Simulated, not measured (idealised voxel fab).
This is a process module. Its name is voxel air gaps.
Square cell edge 5 nm, section width 240 nm, ID cut.
In this document a cross-section is written as a grid of square cells. It is given as a series of bands, listed from the top down, and a band is one or more rows of cells.
This entry defines a band. It first specifies the height of the band's top and the height of its bottom in nm, and then specifies the band's materials from left to right, stating each material with its width in nm. The word "throughout" identifies a single material that fills the band from edge to edge, while the word "air" identifies empty space.
All heights in this document are referenced to 0, defined as the level beneath which the wafer, as received, consists entirely of one material. The lowest band is not bounded below; it extends indefinitely downward and is written in the form "0 down".
A two-number width, for instance "30 to 40", indicates that the width is equal to the first number in the top row of the band and to the second number in the bottom row, and that it changes by a constant amount per row of cells.
You'll sometimes find "nothing changed" written for a step, and that's the way of saying that nowhere in the cross-section did a cell change during that step.
Basically, "Enclosed voids" tells you about the enclosed voids: empty spaces with no open way to the top, 8 cells or bigger, each written width x height at distance, where distance is from the left edge, all in nm.
Read whatever lies past the settings on a step's line as the simulator's own remark about the step.
"overlay nm" denotes, for a step that has a mask, the displacement of the mask to the right of its planned place, with negative values corresponding to the left.
## These are the steps we planned for the process
- 1: RECEIVE: material Si
- 2: CONFORMAL_DEP: material SiO2, thk nm 15
- 3: CONFORMAL_DEP: material SiCN, thk nm 5
- 4: DIRECTIONAL_DEP: material SiO2, thk nm 40
- 5: PATTERN: tone open, mask id LINES, material resist, width nm 15, pitch nm 40, thk nm 20, overlay nm 0
- 6: DIRECTIONAL_ETCH: etch materials SiO2, depth nm 40
- 7: STRIP: etch materials resist
- 8: CONFORMAL_DEP: material TiN, thk nm 5
- 9: FILL_DEP: material Cu, thk nm 5
- 10: CMP: height nm 60
- 11: EPI: material Ru, thk nm 10
- 12: SELECTIVE_ETCH: etch materials SiO2, depth nm 50
- 13: CONFORMAL_DEP: material SiCN, thk nm 5
## The first of two wafers, run as planned
## Incoming wafer in cross-section (state: after step 1)
    0 down  Si throughout
    Enclosed voids: none
## Cross-section of the wafer subsequent to step 2
    15 to 0  SiO2 throughout
    Everything below 0 is unchanged.
## Cross-section of the wafer subsequent to step 3
    20 to 15  SiCN throughout
    Everything below 15 is unchanged.
## Cross-section of the wafer subsequent to step 4
    60 to 20  SiO2 throughout
    Everything below 20 is unchanged.
## Cross-section of the wafer subsequent to step 5
    80 to 60  50 nm resist, then 15 nm air, then 25 nm resist, then 15 nm air, then 25 nm resist, then 15 nm air, then 25 nm resist, then 15 nm air, then 55 nm resist
    Everything below 60 is unchanged.
## Cross-section of the wafer subsequent to step 6
    80 to 60  50 nm resist, then 15 nm air, then 25 nm resist, then 15 nm air, then 25 nm resist, then 15 nm air, then 25 nm resist, then 15 nm air, then 55 nm resist
    60 to 20  50 nm SiO2, then 15 nm air, then 25 nm SiO2, then 15 nm air, then 25 nm SiO2, then 15 nm air, then 25 nm SiO2, then 15 nm air, then 55 nm SiO2
    Everything below 20 is unchanged.
## Cross-section of the wafer subsequent to step 7
    60 to 20  50 nm SiO2, then 15 nm air, then 25 nm SiO2, then 15 nm air, then 25 nm SiO2, then 15 nm air, then 25 nm SiO2, then 15 nm air, then 55 nm SiO2
    Everything below 20 is unchanged.
## Cross-section of the wafer subsequent to step 8
    65 to 60  55 nm TiN, then 5 nm air, then 35 nm TiN, then 5 nm air, then 35 nm TiN, then 5 nm air, then 35 nm TiN, then 5 nm air, then 60 nm TiN
    60 to 25  50 nm SiO2, then 5 nm TiN, then 5 nm air, then 5 nm TiN, then 25 nm SiO2, then 5 nm TiN, then 5 nm air, then 5 nm TiN, then 25 nm SiO2, then 5 nm TiN, then 5 nm air, then 5 nm TiN, then 25 nm SiO2, then 5 nm TiN, then 5 nm air, then 5 nm TiN, then 55 nm SiO2
    25 to 20  50 nm SiO2, then 15 nm TiN, then 25 nm SiO2, then 15 nm TiN, then 25 nm SiO2, then 15 nm TiN, then 25 nm SiO2, then 15 nm TiN, then 55 nm SiO2
    Everything below 20 is unchanged.
## Cross-section of the wafer subsequent to step 9
    70 to 65  Cu throughout
    65 to 60  55 nm TiN, then 5 nm Cu, then 35 nm TiN, then 5 nm Cu, then 35 nm TiN, then 5 nm Cu, then 35 nm TiN, then 5 nm Cu, then 60 nm TiN
    60 to 25  50 nm SiO2, then 5 nm TiN, then 5 nm Cu, then 5 nm TiN, then 25 nm SiO2, then 5 nm TiN, then 5 nm Cu, then 5 nm TiN, then 25 nm SiO2, then 5 nm TiN, then 5 nm Cu, then 5 nm TiN, then 25 nm SiO2, then 5 nm TiN, then 5 nm Cu, then 5 nm TiN, then 55 nm SiO2
    Everything below 25 is unchanged.
## Cross-section of the wafer subsequent to step 10
    60 to 25  50 nm SiO2, then 5 nm TiN, then 5 nm Cu, then 5 nm TiN, then 25 nm SiO2, then 5 nm TiN, then 5 nm Cu, then 5 nm TiN, then 25 nm SiO2, then 5 nm TiN, then 5 nm Cu, then 5 nm TiN, then 25 nm SiO2, then 5 nm TiN, then 5 nm Cu, then 5 nm TiN, then 55 nm SiO2
    Everything below 25 is unchanged.
## Cross-section of the wafer subsequent to step 11
    70 to 60  40 nm air, then 35 nm Ru, then 5 nm air, then 35 nm Ru, then 5 nm air, then 35 nm Ru, then 5 nm air, then 35 nm Ru, then 45 nm air
    Everything below 60 is unchanged.
## Cross-section of the wafer subsequent to step 12
    70 to 60  40 nm air, then 35 nm Ru, then 5 nm air, then 35 nm Ru, then 5 nm air, then 35 nm Ru, then 5 nm air, then 35 nm Ru, then 45 nm air
    60 to 25  50 nm air, then 5 nm TiN, then 5 nm Cu, then 5 nm TiN, then 25 nm air, then 5 nm TiN, then 5 nm Cu, then 5 nm TiN, then 25 nm air, then 5 nm TiN, then 5 nm Cu, then 5 nm TiN, then 25 nm air, then 5 nm TiN, then 5 nm Cu, then 5 nm TiN, then 55 nm air
    25 to 20  50 nm air, then 15 nm TiN, then 25 nm air, then 15 nm TiN, then 25 nm air, then 15 nm TiN, then 25 nm air, then 15 nm TiN, then 55 nm air
    Everything below 20 is unchanged.
## Cross-section of the wafer subsequent to step 13
    75 to 70  35 nm air, then 165 nm SiCN, then 40 nm air
    70 to 60  35 nm air, then 5 nm SiCN, then 35 nm Ru, then 5 nm SiCN, then 35 nm Ru, then 5 nm SiCN, then 35 nm Ru, then 5 nm SiCN, then 35 nm Ru, then 5 nm SiCN, then 40 nm air
    60 to 55  35 nm air, then 15 nm SiCN, then 5 nm TiN, then 5 nm Cu, then 5 nm TiN, then 25 nm SiCN, then 5 nm TiN, then 5 nm Cu, then 5 nm TiN, then 25 nm SiCN, then 5 nm TiN, then 5 nm Cu, then 5 nm TiN, then 25 nm SiCN, then 5 nm TiN, then 5 nm Cu, then 5 nm TiN, then 15 nm SiCN, then 40 nm air
    55 to 25  45 nm air, then 5 nm SiCN, then 5 nm TiN, then 5 nm Cu, then 5 nm TiN, then 5 nm SiCN, then 15 nm air, then 5 nm SiCN, then 5 nm TiN, then 5 nm Cu, then 5 nm TiN, then 5 nm SiCN, then 15 nm air, then 5 nm SiCN, then 5 nm TiN, then 5 nm Cu, then 5 nm TiN, then 5 nm SiCN, then 15 nm air, then 5 nm SiCN, then 5 nm TiN, then 5 nm Cu, then 5 nm TiN, then 5 nm SiCN, then 50 nm air
    25 to 20  50 nm SiCN, then 15 nm TiN, then 25 nm SiCN, then 15 nm TiN, then 25 nm SiCN, then 15 nm TiN, then 25 nm SiCN, then 15 nm TiN, then 55 nm SiCN
    Everything below 20 is unchanged.
    Enclosed voids: 15 x 30 at 70; 15 x 30 at 110; 15 x 30 at 150
## What follows concerns the second wafer, which started out like the first and was meant to follow the very same plan; one mistake crept in when it was run, but everything up to and including step 12 is the same as for the first wafer
Cross-section of the second wafer corresponding to the planned conclusion of step 13: nothing changed
What was the processing mistake? plan step 13 was not performed, having been skipped
at the end the second wafer has, in cells: SiCN -148
Final count of closed voids per wafer: 3 in the first, 0 in the second.
